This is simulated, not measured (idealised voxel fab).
Presented below is a process module, voxel wiring stack.
270 nm wide, 5 nm square cells: that's cross-section cut.
If you're reading a cross-section in this doc, picture square cells in a grid; it comes to you as bands, top ones listed first down to the bottom, and a band can be one or more rows of cells.
The band entry comprises the height of the band's top followed by the height of its bottom, expressed in nm, and subsequently the band's materials from left to right, each stated together with its width in nm. Where a single material is marked with the word "all across", that material fills the band from edge to edge. The word "blank" represents empty space.
Below 0: as-received wafer, all one material; heights counted from there. Lowest band: no bottom, goes on down, written "top 0, no bottom".
Graded width ("30 to 40"): value in top row of band = first number; value in bottom row = second number; row-to-row change constant.
No cell of the cross-section changed in a step that is given as "same as before".
Empty spaces without an open route to the top, at least 8 cells in extent, make up the entry "Completely enclosed voids"; each is given as width x height at distance, where the distance is measured from the left edge, and all are in nm.
Formally, on a step line, whatever follows the settings is a remark that the simulator itself makes on the step.
On any step carrying a mask, the "overlay nm" setting, if present on the step's line, tells how far right of its planned place the mask lay; negative values point to the left.

## Process steps foreseen in the plan
| 1 | RECEIVE | material Si |
| 2 | CONFORMAL_DEP | material SiO2 | thk nm 10 |
| 3 | DIRECTIONAL_DEP | material TiN | thk nm 5 |
| 4 | DIRECTIONAL_DEP | material W | thk nm 20 |
| 5 | MASKED_ETCH | tone cover | mask id METAL_1 | width nm 25 | pitch nm 55 | etch materials W | depth nm 20 | overlay nm 0 |
| 6 | MASKED_ETCH | tone cover | mask id METAL_1 | width nm 25 | pitch nm 55 | etch materials TiN | depth nm 5 | overlay nm 0 |
| 7 | CONFORMAL_DEP | material SiCN | thk nm 5 |
| 8 | FILL_DEP | material SiO2 | thk nm 5 |
| 9 | CMP | height nm 35 |
| 10 | CONFORMAL_DEP | material SiCN | thk nm 5 |
| 11 | DIRECTIONAL_DEP | material lowk | thk nm 15 |
| 12 | DIRECTIONAL_DEP | material aC | thk nm 15 |
| 13 | PATTERN | tone open | mask id PLUG_1 | material resist | width nm 15 | pitch nm 55 | thk nm 30 | overlay nm 0 |
| 14 | DIRECTIONAL_ETCH | etch materials aC | depth nm 15 |
| 15 | STRIP | etch materials resist |
| 16 | DIRECTIONAL_ETCH | etch materials lowk | depth nm 15 |
| 17 | DIRECTIONAL_ETCH | etch materials SiCN | depth nm 5 |
| 18 | STRIP | etch materials aC |
| 19 | CONFORMAL_DEP | material TiN | thk nm 5 |
| 20 | FILL_DEP | material Cu | thk nm 10 |
| 21 | CMP | height nm 55 |
| 22 | DIRECTIONAL_DEP | material TiN | thk nm 5 |
| 23 | DIRECTIONAL_DEP | material Ru | thk nm 20 |
| 24 | DIRECTIONAL_DEP | material aC | thk nm 15 |
| 25 | PATTERN | tone cover | mask id METAL_2 | material resist | width nm 25 | pitch nm 55 | thk nm 35 | overlay nm 0 |
| 26 | DIRECTIONAL_ETCH | etch materials aC | depth nm 15 |
| 27 | STRIP | etch materials resist |
| 28 | DIRECTIONAL_ETCH | etch materials Ru | depth nm 20 |
| 29 | DIRECTIONAL_ETCH | etch materials TiN | depth nm 5 |
| 30 | STRIP | etch materials aC |
| 31 | FILL_DEP | material SiO2 | thk nm 5 |
| 32 | CMP | height nm 80 |
| 33 | CONFORMAL_DEP | material SiCN | thk nm 5 |
| 34 | DIRECTIONAL_DEP | material lowk | thk nm 30 |
| 35 | PATTERN | tone open | mask id METAL_3 | material resist | width nm 25 | pitch nm 55 | thk nm 20 | overlay nm 0 |
| 36 | DIRECTIONAL_ETCH | etch materials lowk | depth nm 15 |
| 37 | STRIP | etch materials resist |
| 38 | DIRECTIONAL_DEP | material aC | thk nm 15 |
| 39 | PATTERN | tone open | mask id METAL_3_HOLES | material resist | width nm 15 | thk nm 35 | overlay nm 0 |
| 40 | DIRECTIONAL_ETCH | etch materials aC | depth nm 15 |
| 41 | STRIP | etch materials resist |
| 42 | DIRECTIONAL_ETCH | etch materials lowk | depth nm 15 |
| 43 | DIRECTIONAL_ETCH | etch materials SiCN | depth nm 5 |
| 44 | STRIP | etch materials aC |
| 45 | CONFORMAL_DEP | material TiN | thk nm 5 |
| 46 | FILL_DEP | material Cu | thk nm 10 |
| 47 | CMP | height nm 115 |
| 48 | CONFORMAL_DEP | material SiN | thk nm 5 |

## Step 1 complete: cross-section of the wafer as received
	top 0, no bottom = Si all across
	Completely enclosed voids: none

## Wafer cross-section at module end: first of two, run to plan
	top 120, bottom 115 = SiN all across
	top 115, bottom 105 = lowk=95, TiN=5, Cu=15, TiN=5, lowk=30, TiN=5, Cu=15, TiN=5, lowk=95
	top 105, bottom 100 = lowk=95, TiN=5, Cu=5, TiN=15, lowk=30, TiN=25, lowk=95
	top 100, bottom 85 = lowk=95, TiN=5, Cu=5, TiN=5, lowk=160
	top 85, bottom 80 = SiCN=95, TiN=15, SiCN=160
	top 80, bottom 60 = SiO2=95, Ru=25, SiO2=30, Ru=25, SiO2=95
	top 60, bottom 55 = SiO2=95, TiN=25, SiO2=30, TiN=25, SiO2=95
	top 55, bottom 40 = lowk=95, TiN=5, Cu=5, TiN=5, lowk=40, TiN=5, Cu=5, TiN=5, lowk=105
	top 40, bottom 35 = SiCN=95, TiN=15, SiCN=40, TiN=15, SiCN=105
	top 35, bottom 15 = SiO2=90, SiCN=5, W=25, SiCN=5, SiO2=20, SiCN=5, W=25, SiCN=5, SiO2=90
	top 15, bottom 10 = SiCN=95, TiN=25, SiCN=30, TiN=25, SiCN=95
	top 10, bottom 0 = SiO2 all across
	top 0, no bottom = Si all across
	Completely enclosed voids: none

## Cross-section, wafer two of two, end of module: same start and plan as wafer one, one error in execution
	top 120, bottom 115 = SiN all across
	top 115, bottom 105 = Cu all across
	top 105, bottom 100 = TiN=155, Cu=15, TiN=100
	top 100, bottom 85 = lowk=110, TiN=10, lowk=30, TiN=5, Cu=15, TiN=5, lowk=95
	top 85, bottom 80 = SiCN=110, TiN=10, SiCN=30, TiN=25, SiCN=95
	top 80, bottom 60 = SiO2=95, Ru=25, SiO2=30, Ru=25, SiO2=95
	top 60, bottom 55 = SiO2=95, TiN=25, SiO2=30, TiN=25, SiO2=95
	top 55, bottom 40 = lowk=95, TiN=5, Cu=5, TiN=5, lowk=40, TiN=5, Cu=5, TiN=5, lowk=105
	top 40, bottom 35 = SiCN=95, TiN=15, SiCN=40, TiN=15, SiCN=105
	top 35, bottom 15 = SiO2=90, SiCN=5, W=25, SiCN=5, SiO2=20, SiCN=5, W=25, SiCN=5, SiO2=90
	top 15, bottom 10 = SiCN=95, TiN=25, SiCN=30, TiN=25, SiCN=95
	top 10, bottom 0 = SiO2 all across
	top 0, no bottom = Si all across
	Completely enclosed voids: none
What went wrong in running the wafer? not per plan at step 39, really ran PATTERN | tone cover | mask id METAL_3_HOLES | material resist | width nm 15 | thk nm 35 | overlay nm 0
at the end the second wafer has, in cells: 104 more of Cu; 4 fewer of SiCN; 44 more of TiN; 144 fewer of lowk
